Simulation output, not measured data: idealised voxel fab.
This section sets out a process module, namely voxel transistor to metal.
Pictured: cross-section cut, 140 nm wide, on a grid of 5 nm square cells.
If you're reading a cross-section in this doc, picture square cells in a grid; it comes to you as bands, top ones listed first down to the bottom, and a band can be one or more rows of cells.
Top height, bottom height, nm. Materials left to right, width each, nm. Single material + "all across" = fills band edge to edge. "air" = empty.
Basically, 0 is our baseline, since under it the wafer straight out of the box is all one material. The bottom band has no lower end and keeps on going down, so it looks like "0 nm and below".
A width given as "30 to 40" starts at the first number in the band's top row and ends at the second number in its bottom row, shifting by an equal amount at every step from row to row.
You'll sometimes find "remains unaltered" written for a step, and that's the way of saying that nowhere in the cross-section did a cell change during that step.
The list in "Closed cavity list" covers empty spaces of 8 cells or more that cannot reach the top through any open way, and it gives each as width x height at distance; the distance is from the left edge, and width, height and distance are in nm.
It should be noted that, on the line of a given step, the content following the step's settings is a remark produced by the simulator itself with respect to that step.
What "overlay nm" on a step's line means: if the step has a mask, that mask lay this far to the right of its planned place, or, when the value is negative, to the left.
-- List of planned process steps
1 RECEIVE: material Si
2 OXIDIZE: depth nm 5
3 CONFORMAL_DEP: material SiN, thk nm 15
4 MASKED_ETCH: tone cover, mask id ACTIVE, width nm 110, etch materials SiN, depth nm 15, overlay nm 0
5 MASKED_ETCH: tone cover, mask id ACTIVE, width nm 110, etch materials SiO2, depth nm 5, overlay nm 0
6 MASKED_ETCH: tone cover, mask id ACTIVE, width nm 110, etch materials Si, depth nm 35, overlay nm 0
7 FILL_DEP: material SiO2, thk nm 5
8 CMP: height nm 15
9 SELECTIVE_ETCH: etch materials SiO2, depth nm 10
10 STRIP: etch materials SiN
11 SELECTIVE_ETCH: etch materials SiO2, depth nm 5
12 OXIDIZE: depth nm 5
13 DIRECTIONAL_DEP: material polySi, thk nm 30
14 DIRECTIONAL_DEP: material SiCN, thk nm 15
15 DIRECTIONAL_DEP: material aC, thk nm 10
16 PATTERN: tone cover, mask id GATE, material resist, width nm 20, thk nm 25, overlay nm 0
17 DIRECTIONAL_ETCH: etch materials aC, depth nm 10
18 STRIP: etch materials resist
19 DIRECTIONAL_ETCH: etch materials SiCN, depth nm 25
20 DIRECTIONAL_ETCH: etch materials polySi, depth nm 40
21 STRIP: etch materials aC
22 CONFORMAL_DEP: material SiO2, thk nm 5
23 DIRECTIONAL_ETCH: etch materials SiO2, depth nm 5
24 CONFORMAL_DEP: material SiN, thk nm 5
25 DIRECTIONAL_ETCH: etch materials SiN, depth nm 5
26 DIRECTIONAL_ETCH: etch materials SiO2, depth nm 5
27 DIRECTIONAL_ETCH: etch materials Si, depth nm 10
28 EPI: material SiGe, thk nm 15
29 FILL_DEP: material SiO2, thk nm 5
30 CMP: height nm 40
31 DIRECTIONAL_DEP: material SiO2, thk nm 15
32 DIRECTIONAL_DEP: material aC, thk nm 15
33 PATTERN: tone open, mask id CONTACT, material resist, width nm 20, pitch nm 80, thk nm 30, overlay nm 0
34 DIRECTIONAL_ETCH: etch materials aC, depth nm 15
35 STRIP: etch materials resist
36 DIRECTIONAL_ETCH: etch materials SiO2, depth nm 50
37 STRIP: etch materials aC
38 CONFORMAL_DEP: material TiN, thk nm 5
39 FILL_DEP: material Ru, thk nm 10
40 CMP: height nm 55
41 CONFORMAL_DEP: material SiCN, thk nm 5
42 DIRECTIONAL_DEP: material SiO2, thk nm 15
43 DIRECTIONAL_DEP: material aC, thk nm 15
44 PATTERN: tone open, mask id METAL_1, material resist, width nm 20, pitch nm 80, thk nm 35, overlay nm 0
45 DIRECTIONAL_ETCH: etch materials aC, depth nm 15
46 STRIP: etch materials resist
47 DIRECTIONAL_ETCH: etch materials SiO2, depth nm 15
48 DIRECTIONAL_ETCH: etch materials SiCN, depth nm 5
49 STRIP: etch materials aC
50 CONFORMAL_DEP: material TiN, thk nm 5
51 FILL_DEP: material W, thk nm 10
52 CMP: height nm 75
53 CONFORMAL_DEP: material SiCN, thk nm 5
-- Cross-section of the wafer at receipt, which is the condition after step 1
0 nm and below = Si all across
Closed cavity list: none
-- Wafer cross-section at end of module: start and plan as shown above, one execution error
80 nm to 75 nm = SiCN all across
75 nm to 60 nm = 20 of SiO2; 5 of TiN; 10 of W; 5 of TiN; 60 of SiO2; 5 of TiN; 10 of W; 5 of TiN; 20 of SiO2
60 nm to 55 nm = 20 of SiCN; 20 of TiN; 60 of SiCN; 20 of TiN; 20 of SiCN
55 nm to 40 nm = 20 of SiO2; 5 of TiN; 10 of Ru; 5 of TiN; 60 of SiO2; 5 of TiN; 10 of Ru; 5 of TiN; 20 of SiO2
40 nm to 25 nm = 20 of SiO2; 5 of TiN; 10 of Ru; 5 of TiN; 10 of SiO2; 5 of SiN; 5 of SiO2; 20 of SiCN; 5 of SiO2; 5 of SiN; 10 of SiO2; 5 of TiN; 10 of Ru; 5 of TiN; 20 of SiO2
25 nm to 10 nm = 20 of SiO2; 5 of TiN; 10 of Ru; 5 of TiN; 10 of SiO2; 5 of SiN; 5 of SiO2; 20 of polySi; 5 of SiO2; 5 of SiN; 10 of SiO2; 5 of TiN; 10 of Ru; 5 of TiN; 20 of SiO2
10 nm to 5 nm = 20 of SiO2; 20 of TiN; 10 of SiO2; 5 of SiN; 5 of SiO2; 20 of polySi; 5 of SiO2; 5 of SiN; 10 of SiO2; 20 of TiN; 20 of SiO2
5 nm to 0 nm = 20 of SiO2; 30 of SiGe; 5 of SiN; 5 of SiO2; 20 of polySi; 5 of SiO2; 5 of SiN; 35 of SiGe; 15 of SiO2
0 nm to -5 nm = 20 of SiO2; 5 of SiN; 25 of SiGe; 5 of SiN; 5 of SiO2; 20 of polySi; 5 of SiO2; 5 of SiN; 30 of SiGe; 5 of SiN; 15 of SiO2
-5 nm to -10 nm = 25 of SiO2; 25 of SiGe; 40 of SiO2; 30 of SiGe; 20 of SiO2
-10 nm to -20 nm = 15 of SiO2; 10 of Si; 25 of SiGe; 40 of Si; 30 of SiGe; 5 of Si; 15 of SiO2
-20 nm to -40 nm = 15 of SiO2; 110 of Si; 15 of SiO2
-40 nm and below = Si all across
Closed cavity list: none
What was the processing mistake? off-plan run, step 4, actual operation and settings MASKED_ETCH: tone cover, mask id ACTIVE, width nm 105, etch materials SiN, depth nm 15, overlay nm 0
